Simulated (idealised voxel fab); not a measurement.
The process module that follows is named voxel released beams.
Cross-section cut: width 230 nm, square cells of 5 nm.
Bands, listed from the top down, are how a cross-section gets written in this document; the cross-section itself is a grid of square cells, and a band is one or more rows of them. Read a band's entry like this: the first values are the height of its top and the height of its bottom in nm, and what follows is the sequence of materials from left to right, each with its width in nm. Note that "air" is empty space, and that a single material marked "all across" reaches across the band from edge to edge. A quick word on heights: they are counted from 0, and under that level the wafer as it came to us is one material throughout. The lowest band is different from the rest in having no bottom; it simply continues downward, written as in "0 down". A width given as "30 to 40" starts at the first number in the band's top row and ends at the second number in its bottom row, shifting by an equal amount at every step from row to row. "nothing altered" (step): cross-section cells unchanged, all of them. You'll see "Closed empty spaces" listing empty spaces that have no way open to the top, as long as they're 8 cells or more; the notation is width x height at distance, where the distance is from the left edge, and all of it is in nm. If you see something after the settings on a step's line, that's the simulator's own remark about that step. "overlay nm", when on a step's line for a step with a mask, measures how far to the right of its planned place the mask lay; a negative measure means to the left.
The following list gives the planned process steps
step 1: RECEIVE with material Si
step 2: CONFORMAL_DEP with material SiN, thk nm 5
step 3: DIRECTIONAL_DEP with material SiO2, thk nm 10
step 4: DIRECTIONAL_DEP with material aC, thk nm 10
step 5: PATTERN with tone open, mask id ANCHOR, material resist, width nm 45, thk nm 30, overlay nm 0
step 6: DIRECTIONAL_ETCH with etch materials aC, depth nm 10
step 7: STRIP with etch materials resist
step 8: DIRECTIONAL_ETCH with etch materials SiO2, depth nm 10
step 9: STRIP with etch materials aC
step 10: CONFORMAL_DEP with material TiN, thk nm 15
step 11: PATTERN with tone cover, mask id BEAM, material resist, width nm 120, thk nm 15, overlay nm 0
step 12: DIRECTIONAL_ETCH with etch materials TiN, depth nm 15
step 13: STRIP with etch materials resist
step 14: STRIP with etch materials SiO2
First wafer, two in total, run as planned
Wafer cross-section on receipt, i.e. after step 1
  0 down = Si all across
  Closed empty spaces: none
Take a look at the wafer's cross-section after step 2
  5 to 0 = SiN all across
  All layers under 0 are left as they were.
Take a look at the wafer's cross-section after step 3
  15 to 5 = SiO2 all across
  All layers under 5 are left as they were.
Take a look at the wafer's cross-section after step 4
  25 to 15 = aC all across
  All layers under 15 are left as they were.
Take a look at the wafer's cross-section after step 5
  55 to 25 = 55 of resist, 45 of air, 130 of resist
  All layers under 25 are left as they were.
Take a look at the wafer's cross-section after step 6
  45 to 25 = 55 of resist, 45 of air, 130 of resist
  25 to 15 = 55 of aC, 45 of air, 130 of aC
  All layers under 15 are left as they were.
Take a look at the wafer's cross-section after step 7
  25 to 15 = 55 of aC, 45 of air, 130 of aC
  All layers under 15 are left as they were.
Take a look at the wafer's cross-section after step 8
  25 to 15 = 55 of aC, 45 of air, 130 of aC
  15 to 5 = 55 of SiO2, 45 of air, 130 of SiO2
  All layers under 5 are left as they were.
Take a look at the wafer's cross-section after step 9
  15 to 5 = 55 of SiO2, 45 of air, 130 of SiO2
  All layers under 5 are left as they were.
Take a look at the wafer's cross-section after step 10
  30 to 20 = 70 of TiN, 15 of air, 145 of TiN
  20 to 15 = TiN all across
  15 to 5 = 55 of SiO2, 45 of TiN, 130 of SiO2
  All layers under 5 are left as they were.
Take a look at the wafer's cross-section after step 11
  45 to 30 = 50 of air, 120 of resist, 60 of air
  30 to 20 = 70 of TiN, 15 of resist, 145 of TiN
  All layers under 20 are left as they were.
Take a look at the wafer's cross-section after step 12
  45 to 30 = 50 of air, 120 of resist, 60 of air
  30 to 20 = 50 of air, 20 of TiN, 15 of resist, 85 of TiN, 60 of air
  20 to 15 = 50 of air, 120 of TiN, 60 of air
  All layers under 15 are left as they were.
Take a look at the wafer's cross-section after step 13
  30 to 20 = 50 of air, 20 of TiN, 15 of air, 85 of TiN, 60 of air
  All layers under 20 are left as they were.
Take a look at the wafer's cross-section after step 14
  30 to 20 = 50 of air, 20 of TiN, 15 of air, 85 of TiN, 60 of air
  20 to 15 = 50 of air, 120 of TiN, 60 of air
  15 to 5 = 55 of air, 45 of TiN, 130 of air
  All layers under 5 are left as they were.
Now the other wafer: same start, same recipe, but we messed up one thing when running it. Up to and including step 4 it's the same as the first one
Second wafer shown in cross-section at the time step 5 was slated to end
  55 to 25 = 60 of resist, 40 of air, 130 of resist
  All layers under 25 are left as they were.
Second wafer shown in cross-section at the time step 6 was slated to end
  45 to 25 = 60 of resist, 40 of air, 130 of resist
  25 to 15 = 60 of aC, 40 of air, 130 of aC
  All layers under 15 are left as they were.
Second wafer shown in cross-section at the time step 7 was slated to end
  25 to 15 = 60 of aC, 40 of air, 130 of aC
  All layers under 15 are left as they were.
Second wafer shown in cross-section at the time step 8 was slated to end
  25 to 15 = 60 of aC, 40 of air, 130 of aC
  15 to 5 = 60 of SiO2, 40 of air, 130 of SiO2
  All layers under 5 are left as they were.
Second wafer shown in cross-section at the time step 9 was slated to end
  15 to 5 = 60 of SiO2, 40 of air, 130 of SiO2
  All layers under 5 are left as they were.
Second wafer shown in cross-section at the time step 10 was slated to end
  30 to 20 = 75 of TiN, 10 of air, 145 of TiN
  20 to 15 = TiN all across
  15 to 5 = 60 of SiO2, 40 of TiN, 130 of SiO2
  All layers under 5 are left as they were.
Second wafer shown in cross-section at the time step 11 was slated to end
  45 to 30 = 50 of air, 120 of resist, 60 of air
  30 to 20 = 75 of TiN, 10 of resist, 145 of TiN
  All layers under 20 are left as they were.
Second wafer shown in cross-section at the time step 12 was slated to end
  45 to 30 = 50 of air, 120 of resist, 60 of air
  30 to 20 = 50 of air, 25 of TiN, 10 of resist, 85 of TiN, 60 of air
  20 to 15 = 50 of air, 120 of TiN, 60 of air
  All layers under 15 are left as they were.
Second wafer shown in cross-section at the time step 13 was slated to end
  30 to 20 = 50 of air, 25 of TiN, 10 of air, 85 of TiN, 60 of air
  All layers under 20 are left as they were.
Second wafer shown in cross-section at the time step 14 was slated to end
  30 to 20 = 50 of air, 25 of TiN, 10 of air, 85 of TiN, 60 of air
  20 to 15 = 50 of air, 120 of TiN, 60 of air
  15 to 5 = 60 of air, 40 of TiN, 130 of air
  All layers under 5 are left as they were.
Short version of what went wrong: for step 5, the planned setting was not used; the step was instead run as PATTERN with tone open, mask id ANCHOR, material resist, width nm 40, thk nm 30, overlay nm 0
Same inventory, different map: at the end, the second wafer holds as many cells of each material as the first, placed elsewhere.
